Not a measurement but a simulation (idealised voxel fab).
The name of this process module is voxel capacitor over wiring.
Square cell edge 5 nm, section width 270 nm, ID cut.
Square cells in a grid make up a cross-section in this document, and the grid is given as bands, listed from the top down, each one or more rows of cells.
Band entry format. Leading values: height of top, height of bottom, nm. Remainder: materials in left-to-right order, each with its width in nm. Special words: "throughout" on a single material, which then fills the band edge to edge; "air", empty space.
Below 0: as-received wafer, all one material; heights counted from there. Lowest band: no bottom, goes on down, written "0 -> down".
Width: "30..40" (first number = top row, second number = bottom row, same change from row to row of cells).
It should be understood that the words "no modification", when stated for a given step, signify that the cross-section underwent no change in any of its cells during that step.
"Sealed cavities" contains a list of empty spaces, each no smaller than 8 cells and without an open way to the top, written in the form width x height at distance with the distance from the left edge and all three in nm.
Anything after a step's settings on that line? It's the simulator's own note about the step.
The optional step-line setting "overlay nm" applies to steps with a mask and quantifies how far to the right of its planned location the mask lay, a negative value indicating leftward placement.

-- Planned process steps
1 RECEIVE (material Si)
2 CONFORMAL_DEP (material SiO2; thk nm 15)
3 DIRECTIONAL_DEP (material TiN; thk nm 5)
4 DIRECTIONAL_DEP (material Ru; thk nm 25)
5 PATTERN (tone cover; mask id METAL_1; material resist; width nm 20; pitch nm 75; thk nm 15; overlay nm 0)
6 DIRECTIONAL_ETCH (etch materials Ru; depth nm 25)
7 DIRECTIONAL_ETCH (etch materials TiN; depth nm 5)
8 STRIP (etch materials resist)
9 CONFORMAL_DEP (material SiN; thk nm 5)
10 FILL_DEP (material lowk; thk nm 10)
11 CMP (height nm 45)
12 CONFORMAL_DEP (material SiCN; thk nm 5)
13 DIRECTIONAL_DEP (material lowk; thk nm 10)
14 DIRECTIONAL_DEP (material aC; thk nm 10)
15 PATTERN (tone open; mask id PLUG_1; material resist; width nm 15; thk nm 25; overlay nm 0)
16 DIRECTIONAL_ETCH (etch materials aC; depth nm 10)
17 STRIP (etch materials resist)
18 DIRECTIONAL_ETCH (etch materials lowk; depth nm 10)
19 DIRECTIONAL_ETCH (etch materials SiCN; depth nm 5)
20 STRIP (etch materials aC)
21 CONFORMAL_DEP (material TiN; thk nm 5)
22 FILL_DEP (material Ru; thk nm 10)
23 CMP (height nm 60)
24 DIRECTIONAL_DEP (material TiN; thk nm 10)
25 DIRECTIONAL_DEP (material SiN; thk nm 5)
26 DIRECTIONAL_DEP (material TiN; thk nm 10)
27 PATTERN (tone cover; mask id UPPER_PLATE; material resist; width nm 60; thk nm 20; overlay nm 0)
28 DIRECTIONAL_ETCH (etch materials TiN; depth nm 10)
29 DIRECTIONAL_ETCH (etch materials SiN; depth nm 5)
30 STRIP (etch materials resist)
31 MASKED_ETCH (tone cover; mask id LOWER_PLATE; width nm 70; etch materials TiN; depth nm 10; overlay nm 0)
32 FILL_DEP (material SiO2; thk nm 20)
33 CMP (height nm 100)
34 DIRECTIONAL_DEP (material aC; thk nm 10)
35 PATTERN (tone open; mask id PLUG_2; material resist; width nm 15; thk nm 25; overlay nm 0)
36 DIRECTIONAL_ETCH (etch materials aC; depth nm 10)
37 STRIP (etch materials resist)
38 DIRECTIONAL_ETCH (etch materials SiO2; depth nm 15)
39 STRIP (etch materials aC)
40 CONFORMAL_DEP (material TiN; thk nm 5)
41 FILL_DEP (material Ru; thk nm 10)
42 CMP (height nm 100)
43 CONFORMAL_DEP (material SiN; thk nm 5)
The plan shows the width nm of step 35 as the first wafer had it; this setting differs between the wafers, which start out alike.

-- Cut through the first of several wafers as received, post step 1
> 0 -> down: Si throughout
> Sealed cavities: none

-- End of module: cross-section of the first of several wafers after step 43, the last step
> 105 -> 100: SiN throughout
> 100 -> 90: SiO2 100 nm, then TiN 5 nm, then Ru 5 nm, then TiN 5 nm, then SiO2 155 nm
> 90 -> 85: SiO2 100 nm, then TiN 15 nm, then SiO2 155 nm
> 85 -> 75: SiO2 90 nm, then TiN 60 nm, then SiO2 120 nm
> 75 -> 70: SiO2 90 nm, then SiN 60 nm, then SiO2 120 nm
> 70 -> 60: SiO2 85 nm, then TiN 70 nm, then SiO2 115 nm
> 60 -> 50: lowk 90 nm, then TiN 5 nm, then Ru 5 nm, then TiN 5 nm, then lowk 165 nm
> 50 -> 45: SiCN 90 nm, then TiN 15 nm, then SiCN 165 nm
> 45 -> 20: lowk 80 nm, then SiN 5 nm, then Ru 20 nm, then SiN 5 nm, then lowk 45 nm, then SiN 5 nm, then Ru 20 nm, then SiN 5 nm, then lowk 85 nm
> 20 -> 15: SiN 85 nm, then TiN 20 nm, then SiN 55 nm, then TiN 20 nm, then SiN 90 nm
> 15 -> 0: SiO2 throughout
> 0 -> down: Si throughout
> Sealed cavities: none

-- Cross-section at module completion, last wafer
> 105 -> 100: SiN throughout
> 100 -> 90: SiO2 95 nm, then TiN 5 nm, then Ru 20 nm, then TiN 5 nm, then SiO2 145 nm
> 90 -> 85: SiO2 95 nm, then TiN 30 nm, then SiO2 145 nm
> 85 -> 75: SiO2 90 nm, then TiN 60 nm, then SiO2 120 nm
> 75 -> 70: SiO2 90 nm, then SiN 60 nm, then SiO2 120 nm
> 70 -> 60: SiO2 85 nm, then TiN 70 nm, then SiO2 115 nm
> 60 -> 50: lowk 90 nm, then TiN 5 nm, then Ru 5 nm, then TiN 5 nm, then lowk 165 nm
> 50 -> 45: SiCN 90 nm, then TiN 15 nm, then SiCN 165 nm
> 45 -> 20: lowk 80 nm, then SiN 5 nm, then Ru 20 nm, then SiN 5 nm, then lowk 45 nm, then SiN 5 nm, then Ru 20 nm, then SiN 5 nm, then lowk 85 nm
> 20 -> 15: SiN 85 nm, then TiN 20 nm, then SiN 55 nm, then TiN 20 nm, then SiN 90 nm
> 15 -> 0: SiO2 throughout
> 0 -> down: Si throughout
> Sealed cavities: none

-- Where each wafer stands at the end of the module, a row apiece: cells of each material gained (+) or lost (-) since it was received, then closed voids
width nm 15, +44 Ru, +51 SiCN, +132 SiN, +521 SiO2, +74 TiN, +312 lowk, Sealed cavities: none
width nm 20, +46 Ru, +51 SiCN, +132 SiN, +518 SiO2, +75 TiN, +312 lowk, Sealed cavities: none
width nm 25, +48 Ru, +51 SiCN, +132 SiN, +515 SiO2, +76 TiN, +312 lowk, Sealed cavities: none
width nm 30, +50 Ru, +51 SiCN, +132 SiN, +512 SiO2, +77 TiN, +312 lowk, Sealed cavities: none
